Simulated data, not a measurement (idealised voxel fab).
Process module heading - voxel self aligned contacts
cross-section cut | 165 nm wide | cells 5 nm
In what follows, cross-sections appear as grids of square cells, described through bands that run from the top down, where every band is one or more rows of cells.
Band: top height; bottom height; in nm. Then, left to right: material with width in nm, for each material. "all across": a single material spanning edge to edge. "empty": empty space.
Where do heights start? At 0: under that level the wafer as delivered is made of one material only. And the lowest band has no floor; it just carries on downward, as in "0 nm and below".
The two numbers in a width such as "30..40" mark its ends across the band: the first belongs to the top row of cells, the second to the bottom row, and from each row to the next the width moves by the same amount.
"stayed the same", as given for a step, is the statement that not any cell of the cross-section underwent a change during that step.
Voids not open to the top, 8 cells minimum: see "Closed void table". Written width x height at distance; distance is from the left edge; nm.
The remark found on a step's line after its settings is issued by the simulator itself and pertains to that step.
overlay nm: where the mask lay relative to plan, measured to the right, on steps with a mask; negatives go left.

Here's what the planned process steps look like:
step 1: op RECEIVE | material Si
step 2: op OXIDIZE | depth nm 5
step 3: op DIRECTIONAL_DEP | material polySi | thk nm 30
step 4: op DIRECTIONAL_DEP | material SiN | thk nm 20
step 5: op DIRECTIONAL_DEP | material aC | thk nm 15
step 6: op PATTERN | tone cover | mask id GATE | material resist | width nm 35 | pitch nm 70 | thk nm 30 | overlay nm 0
step 7: op DIRECTIONAL_ETCH | etch materials aC | depth nm 15
step 8: op STRIP | etch materials resist
step 9: op DIRECTIONAL_ETCH | etch materials SiN | depth nm 20
step 10: op DIRECTIONAL_ETCH | etch materials polySi | depth nm 30
step 11: op STRIP | etch materials aC
step 12: op CONFORMAL_DEP | material SiN | thk nm 10
step 13: op DIRECTIONAL_ETCH | etch materials SiN | depth nm 10
step 14: op FILL_DEP | material SiO2 | thk nm 15
step 15: op CMP | height nm 60
step 16: op DIRECTIONAL_DEP | material aC | thk nm 15
step 17: op PATTERN | tone open | mask id CONTACT | material resist | width nm 45 | thk nm 30 | overlay nm 0
step 18: op DIRECTIONAL_ETCH | etch materials aC | depth nm 15
step 19: op STRIP | etch materials resist
step 20: op DIRECTIONAL_ETCH | etch materials SiO2 | depth nm 65
step 21: op STRIP | etch materials aC
step 22: op CONFORMAL_DEP | material TiN | thk nm 5
step 23: op FILL_DEP | material Ru | thk nm 10
step 24: op CMP | height nm 60
step 25: op CONFORMAL_DEP | material SiCN | thk nm 5

Cross-section of the wafer as it came to us, i.e., already through step 1:
> 0 nm and below = Si all across
> Closed void table: none

The plan above was carried out on the starting structure above with one mistake, and this cross-section shows the wafer at the end of the module:
> 65 nm to 60 nm = SiCN all across
> 60 nm to 35 nm = SiO2 20 nm  SiN 10 nm  polySi 35 nm  SiN 10 nm  TiN 5 nm  Ru 5 nm  TiN 5 nm  SiN 10 nm  polySi 35 nm  SiN 10 nm  SiO2 20 nm
> 35 nm to 30 nm = SiO2 20 nm  SiN 10 nm  polySi 35 nm  SiN 10 nm  TiN 15 nm  SiN 10 nm  polySi 35 nm  SiN 10 nm  SiO2 20 nm
> 30 nm to 0 nm = polySi all across
> 0 nm to -5 nm = SiO2 all across
> -5 nm and below = Si all across
> Closed void table: none
It is concluded that the wafer was processed incorrectly with respect to the plan, in that step 3 of the plan was performed twice
